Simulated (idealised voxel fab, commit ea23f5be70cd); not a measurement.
The document below concerns the process module designated voxel transistor to metal.
cross-section cut | 160 nm wide | cells 5 nm
Just so we're on the same page, the cross-sections are grids of square cells, and they're listed out in bands top to bottom, each band one or more rows deep.
Per band: top height and bottom height in nm, followed by the left-to-right materials and their widths in nm; "full width" marks a single material spanning edge to edge, "empty" marks empty space.
Measure heights from 0. That's the level where, below it, the as-received wafer is all one material. The lowest band is bottomless and extends downward; write it as in "0 -> down".
Think of "30..40" as a width that walks from the first number to the second as you go down the band, top row to bottom row, taking equal-sized steps from row to row.
Key: "remains unaltered" - step with no changed cell in the cross-section.
Heads up: "Trapped voids" only lists the empty pockets with no open path to the top that are 8 cells or more, and it writes them as width x height at distance, distance from the left edge, in nm.
If you see something after the settings on a step's line, that's the simulator's own remark about that step.
overlay nm: mask right of planned place by this much (step with mask). Neg. = left.

Process steps - plan:
1) RECEIVE with material Si
2) CONFORMAL_DEP with material SiO2, thk nm 5
3) CONFORMAL_DEP with material SiN, thk nm 15
4) DIRECTIONAL_DEP with material aC, thk nm 10
5) PATTERN with tone cover, mask id ACTIVE, material resist, width nm 90, thk nm 30, overlay nm 0
6) DIRECTIONAL_ETCH with etch materials aC, depth nm 10
7) STRIP with etch materials resist
8) DIRECTIONAL_ETCH with etch materials SiN, depth nm 15
9) DIRECTIONAL_ETCH with etch materials SiO2, depth nm 5
10) DIRECTIONAL_ETCH with etch materials Si, depth nm 35
11) STRIP with etch materials aC
12) FILL_DEP with material SiO2, thk nm 5
13) CMP with height nm 20
14) SELECTIVE_ETCH with etch materials SiO2, depth nm 10
15) STRIP with etch materials SiN
16) SELECTIVE_ETCH with etch materials SiO2, depth nm 5
17) OXIDIZE with depth nm 5
18) DIRECTIONAL_DEP with material polySi, thk nm 20
19) DIRECTIONAL_DEP with material SiCN, thk nm 10
20) PATTERN with tone cover, mask id GATE, material resist, width nm 20, thk nm 20, overlay nm 0
21) DIRECTIONAL_ETCH with etch materials SiCN, depth nm 20
22) DIRECTIONAL_ETCH with etch materials polySi, depth nm 30
23) STRIP with etch materials resist
24) CONFORMAL_DEP with material SiN, thk nm 5
25) DIRECTIONAL_ETCH with etch materials SiN, depth nm 5
26) DIRECTIONAL_ETCH with etch materials SiO2, depth nm 5
27) DIRECTIONAL_ETCH with etch materials Si, depth nm 10
28) EPI with material SiGe, thk nm 10
29) FILL_DEP with material SiO2, thk nm 10
30) CMP with height nm 30
31) DIRECTIONAL_DEP with material SiO2, thk nm 15
32) MASKED_ETCH with tone open, mask id CONTACT, width nm 15, pitch nm 65, etch materials SiO2, depth nm 50, overlay nm 0
33) CONFORMAL_DEP with material TiN, thk nm 5
34) FILL_DEP with material W, thk nm 5
35) CMP with height nm 45
36) DIRECTIONAL_DEP with material TiN, thk nm 5
37) DIRECTIONAL_DEP with material Ru, thk nm 15
38) MASKED_ETCH with tone cover, mask id METAL_1, width nm 15, pitch nm 65, etch materials Ru, depth nm 15, overlay nm 0
39) MASKED_ETCH with tone cover, mask id METAL_1, width nm 15, pitch nm 65, etch materials TiN, depth nm 5, overlay nm 0
40) FILL_DEP with material lowk, thk nm 5
41) CMP with height nm 65
42) CONFORMAL_DEP with material SiCN, thk nm 5
43) DIRECTIONAL_DEP with material lowk, thk nm 25
44) MASKED_ETCH with tone open, mask id METAL_2, width nm 15, pitch nm 65, etch materials lowk, depth nm 15, overlay nm 0
45) PATTERN with tone open, mask id METAL_2_HOLES, material resist, width nm 15, pitch nm 65, thk nm 20, overlay nm 0
46) DIRECTIONAL_ETCH with etch materials lowk, depth nm 10
47) DIRECTIONAL_ETCH with etch materials SiCN, depth nm 5
48) STRIP with etch materials resist
49) CONFORMAL_DEP with material TiN, thk nm 5
50) FILL_DEP with material Cu, thk nm 10
51) CMP with height nm 95
52) CONFORMAL_DEP with material SiCN, thk nm 5

Cross-sectional view of the wafer in its as-received condition, corresponding to the state after step 1:
    0 -> down = Si full width
    Trapped voids: none

Module complete - cross-section of the first of two wafers, run according to plan:
    100 -> 95 = SiCN full width
    95 -> 70 = lowk 40 nm, TiN 5 nm, Cu 5 nm, TiN 5 nm, lowk 50 nm, TiN 5 nm, Cu 5 nm, TiN 5 nm, lowk 40 nm
    70 -> 65 = SiCN 40 nm, TiN 15 nm, SiCN 50 nm, TiN 15 nm, SiCN 40 nm
    65 -> 50 = lowk 40 nm, Ru 15 nm, lowk 50 nm, Ru 15 nm, lowk 40 nm
    50 -> 45 = lowk 40 nm, TiN 15 nm, lowk 50 nm, TiN 15 nm, lowk 40 nm
    45 -> 30 = SiO2 40 nm, TiN 5 nm, W 5 nm, TiN 5 nm, SiO2 50 nm, TiN 5 nm, W 5 nm, TiN 5 nm, SiO2 40 nm
    30 -> 20 = SiO2 40 nm, TiN 5 nm, W 5 nm, TiN 5 nm, SiO2 10 nm, SiN 5 nm, SiCN 20 nm, SiN 5 nm, SiO2 10 nm, TiN 5 nm, W 5 nm, TiN 5 nm, SiO2 40 nm
    20 -> 5 = SiO2 40 nm, TiN 5 nm, W 5 nm, TiN 5 nm, SiO2 10 nm, SiN 5 nm, polySi 20 nm, SiN 5 nm, SiO2 10 nm, TiN 5 nm, W 5 nm, TiN 5 nm, SiO2 40 nm
    5 -> 0 = SiO2 30 nm, SiN 5 nm, SiO2 5 nm, TiN 5 nm, W 5 nm, TiN 5 nm, SiGe 10 nm, SiN 5 nm, polySi 20 nm, SiN 5 nm, SiGe 10 nm, TiN 5 nm, W 5 nm, TiN 5 nm, SiO2 5 nm, SiN 5 nm, SiO2 30 nm
    0 -> -5 = SiO2 40 nm, TiN 15 nm, SiGe 10 nm, SiO2 30 nm, SiGe 10 nm, TiN 15 nm, SiO2 40 nm
    -5 -> -15 = SiO2 35 nm, SiGe 30 nm, Si 30 nm, SiGe 30 nm, SiO2 35 nm
    -15 -> -35 = SiO2 35 nm, Si 90 nm, SiO2 35 nm
    -35 -> down = Si full width
    Trapped voids: none

So this is wafer number two of the two, cut at the end of the module - it started where the first did and had the same plan, we just got one thing wrong running it:
    100 -> 95 = SiCN full width
    95 -> 70 = lowk full width
    70 -> 65 = SiCN full width
    65 -> 50 = lowk 40 nm, Ru 15 nm, lowk 50 nm, Ru 15 nm, lowk 40 nm
    50 -> 45 = lowk 40 nm, TiN 15 nm, lowk 50 nm, TiN 15 nm, lowk 40 nm
    45 -> 30 = SiO2 40 nm, TiN 5 nm, W 5 nm, TiN 5 nm, SiO2 50 nm, TiN 5 nm, W 5 nm, TiN 5 nm, SiO2 40 nm
    30 -> 20 = SiO2 40 nm, TiN 5 nm, W 5 nm, TiN 5 nm, SiO2 10 nm, SiN 5 nm, SiCN 20 nm, SiN 5 nm, SiO2 10 nm, TiN 5 nm, W 5 nm, TiN 5 nm, SiO2 40 nm
    20 -> 5 = SiO2 40 nm, TiN 5 nm, W 5 nm, TiN 5 nm, SiO2 10 nm, SiN 5 nm, polySi 20 nm, SiN 5 nm, SiO2 10 nm, TiN 5 nm, W 5 nm, TiN 5 nm, SiO2 40 nm
    5 -> 0 = SiO2 30 nm, SiN 5 nm, SiO2 5 nm, TiN 5 nm, W 5 nm, TiN 5 nm, SiGe 10 nm, SiN 5 nm, polySi 20 nm, SiN 5 nm, SiGe 10 nm, TiN 5 nm, W 5 nm, TiN 5 nm, SiO2 5 nm, SiN 5 nm, SiO2 30 nm
    0 -> -5 = SiO2 40 nm, TiN 15 nm, SiGe 10 nm, SiO2 30 nm, SiGe 10 nm, TiN 15 nm, SiO2 40 nm
    -5 -> -15 = SiO2 35 nm, SiGe 30 nm, Si 30 nm, SiGe 30 nm, SiO2 35 nm
    -15 -> -35 = SiO2 35 nm, Si 90 nm, SiO2 35 nm
    -35 -> down = Si full width
    Trapped voids: none
Where did the run depart from the plan? step 43 of the plan was twice carried out
Wafer comparison, final, in cells, second relative to first, materials more or fewer: 10 fewer of Cu | 6 more of SiCN | 26 fewer of TiN | 30 more of lowk
